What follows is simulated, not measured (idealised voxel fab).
The process module presented herein is designated voxel transistor to metal.
We display cut, a cross-section 185 nm in width whose square cells are each 5 nm.
Just so we're on the same page, the cross-sections are grids of square cells, and they're listed out in bands top to bottom, each band one or more rows deep. Band: top height; bottom height; in nm. Then, left to right: material with width in nm, for each material. "all across": a single material spanning edge to edge. "air": empty space. Ref level 0: as-received wafer is one material below here. Bottom band extends down with no lower bound ("top 0, no bottom"). So if you see something like "30->40" for the width, read it as the top row of the band sitting at the first number and the bottom row at the second, with every row in between moving by the same amount as the last. No cell of the cross-section changed in a step that is given as "nothing altered". Under "Sealed internal voids" you'll find the enclosed gaps, the ones with no way out to the top, that are 8 cells or bigger; each reads width x height at distance, with distance counted from the left edge, everything in nm. That trailing text on a step's line, after the settings, is the simulator's own remark on the step. When a step includes a mask, the "overlay nm" setting on its line states how far to the right of its planned place that mask lay, and negative values state how far to the left.
[These are the steps we planned for the process]
- 1: RECEIVE | material Si
- 2: CONFORMAL_DEP | material SiO2 | thk nm 5
- 3: CONFORMAL_DEP | material SiN | thk nm 10
- 4: PATTERN | tone cover | mask id ACTIVE | material resist | width nm 115 | thk nm 20 | overlay nm 0
- 5: DIRECTIONAL_ETCH | etch materials SiN | depth nm 10
- 6: DIRECTIONAL_ETCH | etch materials SiO2 | depth nm 5
- 7: DIRECTIONAL_ETCH | etch materials Si | depth nm 35
- 8: STRIP | etch materials resist
- 9: OXIDIZE | depth nm 5
- 10: FILL_DEP | material SiO2 | thk nm 5
- 11: CMP | height nm 15
- 12: SELECTIVE_ETCH | etch materials SiO2 | depth nm 10
- 13: STRIP | etch materials SiN
- 14: SELECTIVE_ETCH | etch materials SiO2 | depth nm 5
- 15: OXIDIZE | depth nm 5
- 16: DIRECTIONAL_DEP | material polySi | thk nm 25
- 17: DIRECTIONAL_DEP | material SiCN | thk nm 15
- 18: MASKED_ETCH | tone cover | mask id GATE | width nm 25 | etch materials SiCN | depth nm 25 | overlay nm 0
- 19: MASKED_ETCH | tone cover | mask id GATE | width nm 25 | etch materials polySi | depth nm 35 | overlay nm 0
- 20: CONFORMAL_DEP | material SiO2 | thk nm 5
- 21: DIRECTIONAL_ETCH | etch materials SiO2 | depth nm 5
- 22: CONFORMAL_DEP | material SiN | thk nm 10
- 23: DIRECTIONAL_ETCH | etch materials SiN | depth nm 10
- 24: DIRECTIONAL_ETCH | etch materials SiO2 | depth nm 5
- 25: EPI | material pSi | thk nm 5
- 26: FILL_DEP | material SiO2 | thk nm 10
- 27: CMP | height nm 25
- 28: STRIP | etch materials polySi
- 29: SELECTIVE_ETCH | etch materials SiO2 | depth nm 5
- 30: CONFORMAL_DEP | material HfO2 | thk nm 5
- 31: CONFORMAL_DEP | material TiN | thk nm 5
- 32: FILL_DEP | material W | thk nm 10
- 33: CMP | height nm 20
- 34: DIRECTIONAL_DEP | material SiO2 | thk nm 15
- 35: PATTERN | tone open | mask id CONTACT | material resist | width nm 15 | pitch nm 80 | thk nm 20 | overlay nm 0
- 36: DIRECTIONAL_ETCH | etch materials SiO2 | depth nm 35
- 37: STRIP | etch materials resist
- 38: CONFORMAL_DEP | material TiN | thk nm 5
- 39: FILL_DEP | material Ru | thk nm 5
- 40: CMP | height nm 35
- 41: CONFORMAL_DEP | material SiN | thk nm 5
- 42: DIRECTIONAL_DEP | material lowk | thk nm 20
- 43: MASKED_ETCH | tone open | mask id METAL_1 | width nm 15 | pitch nm 80 | etch materials lowk | depth nm 20 | overlay nm 0
- 44: MASKED_ETCH | tone open | mask id METAL_1 | width nm 15 | pitch nm 80 | etch materials SiN | depth nm 5 | overlay nm 0
- 45: CONFORMAL_DEP | material TiN | thk nm 5
- 46: FILL_DEP | material Cu | thk nm 10
- 47: CMP | height nm 60
- 48: CONFORMAL_DEP | material SiN | thk nm 5
[Cross-section of the wafer upon arrival, representing the state reached after step 1]
> top 0, no bottom: Si all across
> Sealed internal voids: none
[Cross-section at module end, one run error; start and plan unchanged from above]
> top 65, bottom 60: SiN all across
> top 60, bottom 40: 45 nm lowk, then 5 nm TiN, then 5 nm Cu, then 5 nm TiN, then 65 nm lowk, then 5 nm TiN, then 5 nm Cu, then 5 nm TiN, then 45 nm lowk
> top 40, bottom 35: 45 nm SiN, then 15 nm TiN, then 65 nm SiN, then 15 nm TiN, then 45 nm SiN
> top 35, bottom 20: 45 nm SiO2, then 5 nm TiN, then 5 nm Ru, then 5 nm TiN, then 65 nm SiO2, then 5 nm TiN, then 5 nm Ru, then 5 nm TiN, then 45 nm SiO2
> top 20, bottom 5: 45 nm SiO2, then 5 nm TiN, then 5 nm Ru, then 5 nm TiN, then 5 nm SiO2, then 10 nm SiN, then 5 nm HfO2, then 5 nm TiN, then 15 nm W, then 5 nm TiN, then 5 nm HfO2, then 10 nm SiN, then 5 nm SiO2, then 5 nm TiN, then 5 nm Ru, then 5 nm TiN, then 45 nm SiO2
> top 5, bottom 0: 45 nm SiO2, then 15 nm TiN, then 5 nm SiO2, then 10 nm SiN, then 5 nm HfO2, then 25 nm TiN, then 5 nm HfO2, then 10 nm SiN, then 5 nm SiO2, then 15 nm TiN, then 45 nm SiO2
> top 0, bottom -5: 35 nm pSi, then 40 nm SiO2, then 35 nm HfO2, then 40 nm SiO2, then 35 nm pSi
> top -5, bottom -40: 30 nm Si, then 125 nm SiO2, then 30 nm Si
> top -40, no bottom: Si all across
> Sealed internal voids: none
what went wrong: not per plan at step 4, really ran PATTERN | tone open | mask id ACTIVE | material resist | width nm 115 | thk nm 20 | overlay nm 0
